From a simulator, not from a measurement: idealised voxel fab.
Title: Process Module voxel wiring stack
The cross-section on display is named cut; it measures 250 nm wide, and its cells are 5 nm squares.
Throughout this document, each cross-section is represented as a grid of square cells and is presented as a sequence of bands enumerated from the top downward, where a band comprises one or more rows of cells. Top height, bottom height, nm. Materials left to right, width each, nm. Single material + "full width" = fills band edge to edge. "air" = empty. For the purposes of this specification, 0 denotes the height below which the wafer in its as-received condition is composed wholly of one material, and the lowermost band, lacking a lower limit, extends downward without end, as expressed in "0 and below". The expression "30 to 40" gives the width at the extremes of the band, the first number at its top row of cells and the second at its bottom row, with the width changing by equal amounts from each row to the next in between. Basically "nothing changed" means that step didn't change any cell in the cross-section. If an empty space has no open way to the top and is at least 8 cells in size, "closed voids" lists it, written width x height at distance, where distance is measured from the left edge and every value is in nm. The remark found on a step's line after its settings is issued by the simulator itself and pertains to that step. overlay nm: mask right of planned place by this much (step with mask). Neg. = left.
[Process steps foreseen in the plan]
| 1 | RECEIVE | material Si |
| 2 | CONFORMAL_DEP | material SiO2 | thk nm 10 |
| 3 | CONFORMAL_DEP | material SiCN | thk nm 5 |
| 4 | DIRECTIONAL_DEP | material SiO2 | thk nm 15 |
| 5 | DIRECTIONAL_DEP | material aC | thk nm 10 |
| 6 | PATTERN | tone open | mask id METAL_1 | material resist | width nm 20 | pitch nm 35 | thk nm 25 | overlay nm 0 |
| 7 | DIRECTIONAL_ETCH | etch materials aC | depth nm 10 |
| 8 | STRIP | etch materials resist |
| 9 | DIRECTIONAL_ETCH | etch materials SiO2 | depth nm 15 |
| 10 | DIRECTIONAL_ETCH | etch materials SiCN | depth nm 5 |
| 11 | STRIP | etch materials aC |
| 12 | CONFORMAL_DEP | material TiN | thk nm 5 |
| 13 | FILL_DEP | material Cu | thk nm 10 |
| 14 | CMP | height nm 30 |
| 15 | EPI | material Ru | thk nm 5 |
| 16 | FILL_DEP | material SiCN | thk nm 5 |
| 17 | DIRECTIONAL_DEP | material SiO2 | thk nm 15 |
| 18 | DIRECTIONAL_DEP | material aC | thk nm 10 |
| 19 | PATTERN | tone open | mask id PLUG_1 | material resist | width nm 15 | pitch nm 70 | thk nm 25 | overlay nm 0 |
| 20 | DIRECTIONAL_ETCH | etch materials aC | depth nm 10 |
| 21 | STRIP | etch materials resist |
| 22 | DIRECTIONAL_ETCH | etch materials SiO2 | depth nm 15 |
| 23 | DIRECTIONAL_ETCH | etch materials SiCN | depth nm 5 |
| 24 | STRIP | etch materials aC |
| 25 | CONFORMAL_DEP | material TiN | thk nm 5 |
| 26 | FILL_DEP | material W | thk nm 5 |
| 27 | CMP | height nm 55 |
| 28 | DIRECTIONAL_DEP | material TiN | thk nm 5 |
| 29 | DIRECTIONAL_DEP | material W | thk nm 25 |
| 30 | MASKED_ETCH | tone cover | mask id METAL_2 | width nm 20 | pitch nm 35 | etch materials W | depth nm 25 | overlay nm 0 |
| 31 | MASKED_ETCH | tone cover | mask id METAL_2 | width nm 20 | pitch nm 35 | etch materials TiN | depth nm 5 | overlay nm 0 |
| 32 | CONFORMAL_DEP | material SiN | thk nm 5 |
| 33 | FILL_DEP | material SiO2 | thk nm 5 |
| 34 | CMP | height nm 85 |
| 35 | CONFORMAL_DEP | material SiCN | thk nm 5 |
| 36 | DIRECTIONAL_DEP | material lowk | thk nm 25 |
| 37 | DIRECTIONAL_DEP | material aC | thk nm 10 |
| 38 | PATTERN | tone open | mask id METAL_3 | material resist | width nm 20 | pitch nm 35 | thk nm 25 | overlay nm 0 |
| 39 | DIRECTIONAL_ETCH | etch materials aC | depth nm 10 |
| 40 | STRIP | etch materials resist |
| 41 | DIRECTIONAL_ETCH | etch materials lowk | depth nm 15 |
| 42 | STRIP | etch materials aC |
| 43 | PATTERN | tone open | mask id METAL_3_HOLES | material resist | width nm 15 | pitch nm 35 | thk nm 20 | overlay nm 0 |
| 44 | DIRECTIONAL_ETCH | etch materials lowk | depth nm 10 |
| 45 | DIRECTIONAL_ETCH | etch materials SiCN | depth nm 5 |
| 46 | STRIP | etch materials resist |
| 47 | CONFORMAL_DEP | material TiN | thk nm 5 |
| 48 | FILL_DEP | material Cu | thk nm 10 |
| 49 | CMP | height nm 115 |
| 50 | CONFORMAL_DEP | material SiN | thk nm 5 |
[The first of the two wafers, which ran as planned]
[Cross-sectional view of the wafer in its as-received condition, corresponding to the state after step 1]
- 0 and below  Si full width
- closed voids: none
[Wafer xsec, post step 2]
- 10 down to 0  SiO2 full width
- Heights below 0 show no change.
[Wafer xsec, post step 3]
- 15 down to 10  SiCN full width
- Heights below 10 show no change.
[Wafer xsec, post step 4]
- 30 down to 15  SiO2 full width
- Heights below 15 show no change.
[Wafer xsec, post step 5]
- 40 down to 30  aC full width
- Heights below 30 show no change.
[Wafer xsec, post step 6]
- 65 down to 40  resist: 80 | air: 20 | resist: 15 | air: 20 | resist: 15 | air: 20 | resist: 80
- Heights below 40 show no change.
[Wafer xsec, post step 7]
- 55 down to 40  resist: 80 | air: 20 | resist: 15 | air: 20 | resist: 15 | air: 20 | resist: 80
- 40 down to 30  aC: 80 | air: 20 | aC: 15 | air: 20 | aC: 15 | air: 20 | aC: 80
- Heights below 30 show no change.
[Wafer xsec, post step 8]
- 40 down to 30  aC: 80 | air: 20 | aC: 15 | air: 20 | aC: 15 | air: 20 | aC: 80
- Heights below 30 show no change.
[Wafer xsec, post step 9]
- 40 down to 30  aC: 80 | air: 20 | aC: 15 | air: 20 | aC: 15 | air: 20 | aC: 80
- 30 down to 15  SiO2: 80 | air: 20 | SiO2: 15 | air: 20 | SiO2: 15 | air: 20 | SiO2: 80
- Heights below 15 show no change.
[Wafer xsec, post step 10]
- 40 down to 30  aC: 80 | air: 20 | aC: 15 | air: 20 | aC: 15 | air: 20 | aC: 80
- 30 down to 15  SiO2: 80 | air: 20 | SiO2: 15 | air: 20 | SiO2: 15 | air: 20 | SiO2: 80
- 15 down to 10  SiCN: 80 | air: 20 | SiCN: 15 | air: 20 | SiCN: 15 | air: 20 | SiCN: 80
- Heights below 10 show no change.
[Wafer xsec, post step 11]
- 30 down to 15  SiO2: 80 | air: 20 | SiO2: 15 | air: 20 | SiO2: 15 | air: 20 | SiO2: 80
- Heights below 15 show no change.
[Wafer xsec, post step 12]
- 35 down to 30  TiN: 85 | air: 10 | TiN: 25 | air: 10 | TiN: 25 | air: 10 | TiN: 85
- 30 down to 15  SiO2: 80 | TiN: 5 | air: 10 | TiN: 5 | SiO2: 15 | TiN: 5 | air: 10 | TiN: 5 | SiO2: 15 | TiN: 5 | air: 10 | TiN: 5 | SiO2: 80
- 15 down to 10  SiCN: 80 | TiN: 20 | SiCN: 15 | TiN: 20 | SiCN: 15 | TiN: 20 | SiCN: 80
- Heights below 10 show no change.
[Wafer xsec, post step 13]
- 45 down to 35  Cu full width
- 35 down to 30  TiN: 85 | Cu: 10 | TiN: 25 | Cu: 10 | TiN: 25 | Cu: 10 | TiN: 85
- 30 down to 15  SiO2: 80 | TiN: 5 | Cu: 10 | TiN: 5 | SiO2: 15 | TiN: 5 | Cu: 10 | TiN: 5 | SiO2: 15 | TiN: 5 | Cu: 10 | TiN: 5 | SiO2: 80
- Heights below 15 show no change.
[Wafer xsec, post step 14]
- 30 down to 15  SiO2: 80 | TiN: 5 | Cu: 10 | TiN: 5 | SiO2: 15 | TiN: 5 | Cu: 10 | TiN: 5 | SiO2: 15 | TiN: 5 | Cu: 10 | TiN: 5 | SiO2: 80
- Heights below 15 show no change.
[Wafer xsec, post step 15]
- 35 down to 30  air: 75 | Ru: 30 | air: 5 | Ru: 30 | air: 5 | Ru: 30 | air: 75
- Heights below 30 show no change.
[Wafer xsec, post step 16]
- 40 down to 35  SiCN full width
- 35 down to 30  SiCN: 75 | Ru: 30 | SiCN: 5 | Ru: 30 | SiCN: 5 | Ru: 30 | SiCN: 75
- Heights below 30 show no change.
[Wafer xsec, post step 17]
- 55 down to 40  SiO2 full width
- Heights below 40 show no change.
[Wafer xsec, post step 18]
- 65 down to 55  aC full width
- Heights below 55 show no change.
[Wafer xsec, post step 19]
- 90 down to 65  resist: 80 | air: 15 | resist: 55 | air: 15 | resist: 85
- Heights below 65 show no change.
[Wafer xsec, post step 20]
- 80 down to 65  resist: 80 | air: 15 | resist: 55 | air: 15 | resist: 85
- 65 down to 55  aC: 80 | air: 15 | aC: 55 | air: 15 | aC: 85
- Heights below 55 show no change.
[Wafer xsec, post step 21]
- 65 down to 55  aC: 80 | air: 15 | aC: 55 | air: 15 | aC: 85
- Heights below 55 show no change.
[Wafer xsec, post step 22]
- 65 down to 55  aC: 80 | air: 15 | aC: 55 | air: 15 | aC: 85
- 55 down to 40  SiO2: 80 | air: 15 | SiO2: 55 | air: 15 | SiO2: 85
- Heights below 40 show no change.
[Wafer xsec, post step 23]
- 65 down to 55  aC: 80 | air: 15 | aC: 55 | air: 15 | aC: 85
- 55 down to 40  SiO2: 80 | air: 15 | SiO2: 55 | air: 15 | SiO2: 85
- 40 down to 35  SiCN: 80 | air: 15 | SiCN: 55 | air: 15 | SiCN: 85
- Heights below 35 show no change.
[Wafer xsec, post step 24]
- 55 down to 40  SiO2: 80 | air: 15 | SiO2: 55 | air: 15 | SiO2: 85
- Heights below 40 show no change.
[Wafer xsec, post step 25]
- 60 down to 55  TiN: 85 | air: 5 | TiN: 65 | air: 5 | TiN: 90
- 55 down to 40  SiO2: 80 | TiN: 5 | air: 5 | TiN: 5 | SiO2: 55 | TiN: 5 | air: 5 | TiN: 5 | SiO2: 85
- 40 down to 35  SiCN: 80 | TiN: 15 | SiCN: 55 | TiN: 15 | SiCN: 85
- Heights below 35 show no change.
[Wafer xsec, post step 26]
- 65 down to 60  W full width
- 60 down to 55  TiN: 85 | W: 5 | TiN: 65 | W: 5 | TiN: 90
- 55 down to 40  SiO2: 80 | TiN: 5 | W: 5 | TiN: 5 | SiO2: 55 | TiN: 5 | W: 5 | TiN: 5 | SiO2: 85
- Heights below 40 show no change.
[Wafer xsec, post step 27]
- 55 down to 40  SiO2: 80 | TiN: 5 | W: 5 | TiN: 5 | SiO2: 55 | TiN: 5 | W: 5 | TiN: 5 | SiO2: 85
- Heights below 40 show no change.
[Wafer xsec, post step 28]
- 60 down to 55  TiN full width
- Heights below 55 show no change.
[Wafer xsec, post step 29]
- 85 down to 60  W full width
- Heights below 60 show no change.
[Wafer xsec, post step 30]
- 85 down to 60  air: 80 | W: 20 | air: 15 | W: 20 | air: 15 | W: 20 | air: 80
- Heights below 60 show no change.
[Wafer xsec, post step 31]
- 85 down to 60  air: 80 | W: 20 | air: 15 | W: 20 | air: 15 | W: 20 | air: 80
- 60 down to 55  air: 80 | TiN: 20 | air: 15 | TiN: 20 | air: 15 | TiN: 20 | air: 80
- Heights below 55 show no change.
[Wafer xsec, post step 32]
- 90 down to 85  air: 75 | SiN: 30 | air: 5 | SiN: 30 | air: 5 | SiN: 30 | air: 75
- 85 down to 60  air: 75 | SiN: 5 | W: 20 | SiN: 5 | air: 5 | SiN: 5 | W: 20 | SiN: 5 | air: 5 | SiN: 5 | W: 20 | SiN: 5 | air: 75
- 60 down to 55  SiN: 80 | TiN: 20 | SiN: 15 | TiN: 20 | SiN: 15 | TiN: 20 | SiN: 80
- Heights below 55 show no change.
[Wafer xsec, post step 33]
- 95 down to 90  SiO2 full width
- 90 down to 85  SiO2: 75 | SiN: 30 | SiO2: 5 | SiN: 30 | SiO2: 5 | SiN: 30 | SiO2: 75
- 85 down to 60  SiO2: 75 | SiN: 5 | W: 20 | SiN: 5 | SiO2: 5 | SiN: 5 | W: 20 | SiN: 5 | SiO2: 5 | SiN: 5 | W: 20 | SiN: 5 | SiO2: 75
- Heights below 60 show no change.
[Wafer xsec, post step 34]
- 85 down to 60  SiO2: 75 | SiN: 5 | W: 20 | SiN: 5 | SiO2: 5 | SiN: 5 | W: 20 | SiN: 5 | SiO2: 5 | SiN: 5 | W: 20 | SiN: 5 | SiO2: 75
- Heights below 60 show no change.
[Wafer xsec, post step 35]
- 90 down to 85  SiCN full width
- Heights below 85 show no change.
[Wafer xsec, post step 36]
- 115 down to 90  lowk full width
- Heights below 90 show no change.
[Wafer xsec, post step 37]
- 125 down to 115  aC full width
- Heights below 115 show no change.
[Wafer xsec, post step 38]
- 150 down to 125  resist: 80 | air: 20 | resist: 15 | air: 20 | resist: 15 | air: 20 | resist: 80
- Heights below 125 show no change.
[Wafer xsec, post step 39]
- 140 down to 125  resist: 80 | air: 20 | resist: 15 | air: 20 | resist: 15 | air: 20 | resist: 80
- 125 down to 115  aC: 80 | air: 20 | aC: 15 | air: 20 | aC: 15 | air: 20 | aC: 80
- Heights below 115 show no change.
[Wafer xsec, post step 40]
- 125 down to 115  aC: 80 | air: 20 | aC: 15 | air: 20 | aC: 15 | air: 20 | aC: 80
- Heights below 115 show no change.
[Wafer xsec, post step 41]
- 125 down to 115  aC: 80 | air: 20 | aC: 15 | air: 20 | aC: 15 | air: 20 | aC: 80
- 115 down to 100  lowk: 80 | air: 20 | lowk: 15 | air: 20 | lowk: 15 | air: 20 | lowk: 80
- Heights below 100 show no change.
[Wafer xsec, post step 42]
- 115 down to 100  lowk: 80 | air: 20 | lowk: 15 | air: 20 | lowk: 15 | air: 20 | lowk: 80
- Heights below 100 show no change.
[Wafer xsec, post step 43]
- 135 down to 115  resist: 80 | air: 15 | resist: 20 | air: 15 | resist: 20 | air: 15 | resist: 85
- 115 down to 100  lowk: 80 | air: 15 | resist: 5 | lowk: 15 | air: 15 | resist: 5 | lowk: 15 | air: 15 | resist: 5 | lowk: 80
- Heights below 100 show no change.
[Wafer xsec, post step 44]
- 135 down to 115  resist: 80 | air: 15 | resist: 20 | air: 15 | resist: 20 | air: 15 | resist: 85
- 115 down to 100  lowk: 80 | air: 15 | resist: 5 | lowk: 15 | air: 15 | resist: 5 | lowk: 15 | air: 15 | resist: 5 | lowk: 80
- 100 down to 90  lowk: 80 | air: 15 | lowk: 20 | air: 15 | lowk: 20 | air: 15 | lowk: 85
- Heights below 90 show no change.
[Wafer xsec, post step 45]
- 135 down to 115  resist: 80 | air: 15 | resist: 20 | air: 15 | resist: 20 | air: 15 | resist: 85
- 115 down to 100  lowk: 80 | air: 15 | resist: 5 | lowk: 15 | air: 15 | resist: 5 | lowk: 15 | air: 15 | resist: 5 | lowk: 80
- 100 down to 90  lowk: 80 | air: 15 | lowk: 20 | air: 15 | lowk: 20 | air: 15 | lowk: 85
- 90 down to 85  SiCN: 80 | air: 15 | SiCN: 20 | air: 15 | SiCN: 20 | air: 15 | SiCN: 85
- Heights below 85 show no change.
[Wafer xsec, post step 46]
- 115 down to 100  lowk: 80 | air: 20 | lowk: 15 | air: 20 | lowk: 15 | air: 20 | lowk: 80
- Heights below 100 show no change.
[Wafer xsec, post step 47]
- 120 down to 115  TiN: 85 | air: 10 | TiN: 25 | air: 10 | TiN: 25 | air: 10 | TiN: 85
- 115 down to 105  lowk: 80 | TiN: 5 | air: 10 | TiN: 5 | lowk: 15 | TiN: 5 | air: 10 | TiN: 5 | lowk: 15 | TiN: 5 | air: 10 | TiN: 5 | lowk: 80
- 105 down to 100  lowk: 80 | TiN: 5 | air: 5 | TiN: 10 | lowk: 15 | TiN: 5 | air: 5 | TiN: 10 | lowk: 15 | TiN: 5 | air: 5 | TiN: 10 | lowk: 80
- 100 down to 90  lowk: 80 | TiN: 5 | air: 5 | TiN: 5 | lowk: 20 | TiN: 5 | air: 5 | TiN: 5 | lowk: 20 | TiN: 5 | air: 5 | TiN: 5 | lowk: 85
- 90 down to 85  SiCN: 80 | TiN: 15 | SiCN: 20 | TiN: 15 | SiCN: 20 | TiN: 15 | SiCN: 85
- Heights below 85 show no change.
[Wafer xsec, post step 48]
- 130 down to 120  Cu full width
- 120 down to 115  TiN: 85 | Cu: 10 | TiN: 25 | Cu: 10 | TiN: 25 | Cu: 10 | TiN: 85
- 115 down to 105  lowk: 80 | TiN: 5 | Cu: 10 | TiN: 5 | lowk: 15 | TiN: 5 | Cu: 10 | TiN: 5 | lowk: 15 | TiN: 5 | Cu: 10 | TiN: 5 | lowk: 80
- 105 down to 100  lowk: 80 | TiN: 5 | Cu: 5 | TiN: 10 | lowk: 15 | TiN: 5 | Cu: 5 | TiN: 10 | lowk: 15 | TiN: 5 | Cu: 5 | TiN: 10 | lowk: 80
- 100 down to 90  lowk: 80 | TiN: 5 | Cu: 5 | TiN: 5 | lowk: 20 | TiN: 5 | Cu: 5 | TiN: 5 | lowk: 20 | TiN: 5 | Cu: 5 | TiN: 5 | lowk: 85
- Heights below 90 show no change.
[Wafer xsec, post step 49]
- 115 down to 105  lowk: 80 | TiN: 5 | Cu: 10 | TiN: 5 | lowk: 15 | TiN: 5 | Cu: 10 | TiN: 5 | lowk: 15 | TiN: 5 | Cu: 10 | TiN: 5 | lowk: 80
- Heights below 105 show no change.
[Wafer xsec, post step 50]
- 120 down to 115  SiN full width
- Heights below 115 show no change.
[Second of two: same start, same plan, one run error; steps up to and including 34 match the first]
[What the second wafer looks like in cross-section when step 35 should have wrapped up]
- 100 down to 85  SiCN full width
- Heights below 85 show no change.
[What the second wafer looks like in cross-section when step 36 should have wrapped up]
- 125 down to 100  lowk full width
- Heights below 100 show no change.
[What the second wafer looks like in cross-section when step 37 should have wrapped up]
- 135 down to 125  aC full width
- Heights below 125 show no change.
[What the second wafer looks like in cross-section when step 38 should have wrapped up]
- 160 down to 135  resist: 80 | air: 20 | resist: 15 | air: 20 | resist: 15 | air: 20 | resist: 80
- Heights below 135 show no change.
[What the second wafer looks like in cross-section when step 39 should have wrapped up]
- 150 down to 135  resist: 80 | air: 20 | resist: 15 | air: 20 | resist: 15 | air: 20 | resist: 80
- 135 down to 125  aC: 80 | air: 20 | aC: 15 | air: 20 | aC: 15 | air: 20 | aC: 80
- Heights below 125 show no change.
[What the second wafer looks like in cross-section when step 40 should have wrapped up]
- 135 down to 125  aC: 80 | air: 20 | aC: 15 | air: 20 | aC: 15 | air: 20 | aC: 80
- Heights below 125 show no change.
[What the second wafer looks like in cross-section when step 41 should have wrapped up]
- 135 down to 125  aC: 80 | air: 20 | aC: 15 | air: 20 | aC: 15 | air: 20 | aC: 80
- 125 down to 110  lowk: 80 | air: 20 | lowk: 15 | air: 20 | lowk: 15 | air: 20 | lowk: 80
- Heights below 110 show no change.
[What the second wafer looks like in cross-section when step 42 should have wrapped up]
- 125 down to 110  lowk: 80 | air: 20 | lowk: 15 | air: 20 | lowk: 15 | air: 20 | lowk: 80
- Heights below 110 show no change.
[What the second wafer looks like in cross-section when step 43 should have wrapped up]
- 145 down to 125  resist: 80 | air: 15 | resist: 20 | air: 15 | resist: 20 | air: 15 | resist: 85
- 125 down to 110  lowk: 80 | air: 15 | resist: 5 | lowk: 15 | air: 15 | resist: 5 | lowk: 15 | air: 15 | resist: 5 | lowk: 80
- Heights below 110 show no change.
[What the second wafer looks like in cross-section when step 44 should have wrapped up]
- 145 down to 125  resist: 80 | air: 15 | resist: 20 | air: 15 | resist: 20 | air: 15 | resist: 85
- 125 down to 110  lowk: 80 | air: 15 | resist: 5 | lowk: 15 | air: 15 | resist: 5 | lowk: 15 | air: 15 | resist: 5 | lowk: 80
- 110 down to 100  lowk: 80 | air: 15 | lowk: 20 | air: 15 | lowk: 20 | air: 15 | lowk: 85
- Heights below 100 show no change.
[What the second wafer looks like in cross-section when step 45 should have wrapped up]
- 145 down to 125  resist: 80 | air: 15 | resist: 20 | air: 15 | resist: 20 | air: 15 | resist: 85
- 125 down to 110  lowk: 80 | air: 15 | resist: 5 | lowk: 15 | air: 15 | resist: 5 | lowk: 15 | air: 15 | resist: 5 | lowk: 80
- 110 down to 100  lowk: 80 | air: 15 | lowk: 20 | air: 15 | lowk: 20 | air: 15 | lowk: 85
- 100 down to 95  SiCN: 80 | air: 15 | SiCN: 20 | air: 15 | SiCN: 20 | air: 15 | SiCN: 85
- Heights below 95 show no change.
[What the second wafer looks like in cross-section when step 46 should have wrapped up]
- 125 down to 110  lowk: 80 | air: 20 | lowk: 15 | air: 20 | lowk: 15 | air: 20 | lowk: 80
- Heights below 110 show no change.
[What the second wafer looks like in cross-section when step 47 should have wrapped up]
- 130 down to 125  TiN: 85 | air: 10 | TiN: 25 | air: 10 | TiN: 25 | air: 10 | TiN: 85
- 125 down to 115  lowk: 80 | TiN: 5 | air: 10 | TiN: 5 | lowk: 15 | TiN: 5 | air: 10 | TiN: 5 | lowk: 15 | TiN: 5 | air: 10 | TiN: 5 | lowk: 80
- 115 down to 110  lowk: 80 | TiN: 5 | air: 5 | TiN: 10 | lowk: 15 | TiN: 5 | air: 5 | TiN: 10 | lowk: 15 | TiN: 5 | air: 5 | TiN: 10 | lowk: 80
- 110 down to 100  lowk: 80 | TiN: 5 | air: 5 | TiN: 5 | lowk: 20 | TiN: 5 | air: 5 | TiN: 5 | lowk: 20 | TiN: 5 | air: 5 | TiN: 5 | lowk: 85
- 100 down to 95  SiCN: 80 | TiN: 15 | SiCN: 20 | TiN: 15 | SiCN: 20 | TiN: 15 | SiCN: 85
- Heights below 95 show no change.
[What the second wafer looks like in cross-section when step 48 should have wrapped up]
- 140 down to 130  Cu full width
- 130 down to 125  TiN: 85 | Cu: 10 | TiN: 25 | Cu: 10 | TiN: 25 | Cu: 10 | TiN: 85
- 125 down to 115  lowk: 80 | TiN: 5 | Cu: 10 | TiN: 5 | lowk: 15 | TiN: 5 | Cu: 10 | TiN: 5 | lowk: 15 | TiN: 5 | Cu: 10 | TiN: 5 | lowk: 80
- 115 down to 110  lowk: 80 | TiN: 5 | Cu: 5 | TiN: 10 | lowk: 15 | TiN: 5 | Cu: 5 | TiN: 10 | lowk: 15 | TiN: 5 | Cu: 5 | TiN: 10 | lowk: 80
- 110 down to 100  lowk: 80 | TiN: 5 | Cu: 5 | TiN: 5 | lowk: 20 | TiN: 5 | Cu: 5 | TiN: 5 | lowk: 20 | TiN: 5 | Cu: 5 | TiN: 5 | lowk: 85
- Heights below 100 show no change.
[What the second wafer looks like in cross-section when step 49 should have wrapped up]
- 115 down to 110  lowk: 80 | TiN: 5 | Cu: 5 | TiN: 10 | lowk: 15 | TiN: 5 | Cu: 5 | TiN: 10 | lowk: 15 | TiN: 5 | Cu: 5 | TiN: 10 | lowk: 80
- Heights below 110 show no change.
[What the second wafer looks like in cross-section when step 50 should have wrapped up]
- 120 down to 115  SiN full width
- Heights below 115 show no change.
Nonconformance to the process plan: step 35 ran differently from the plan; actual operation with settings: CONFORMAL_DEP | material SiCN | thk nm 15
The final cell counts differ between the wafers, with the second having more or fewer of some materials than the first: Cu -12 | SiCN +100 | TiN -12 | lowk -76
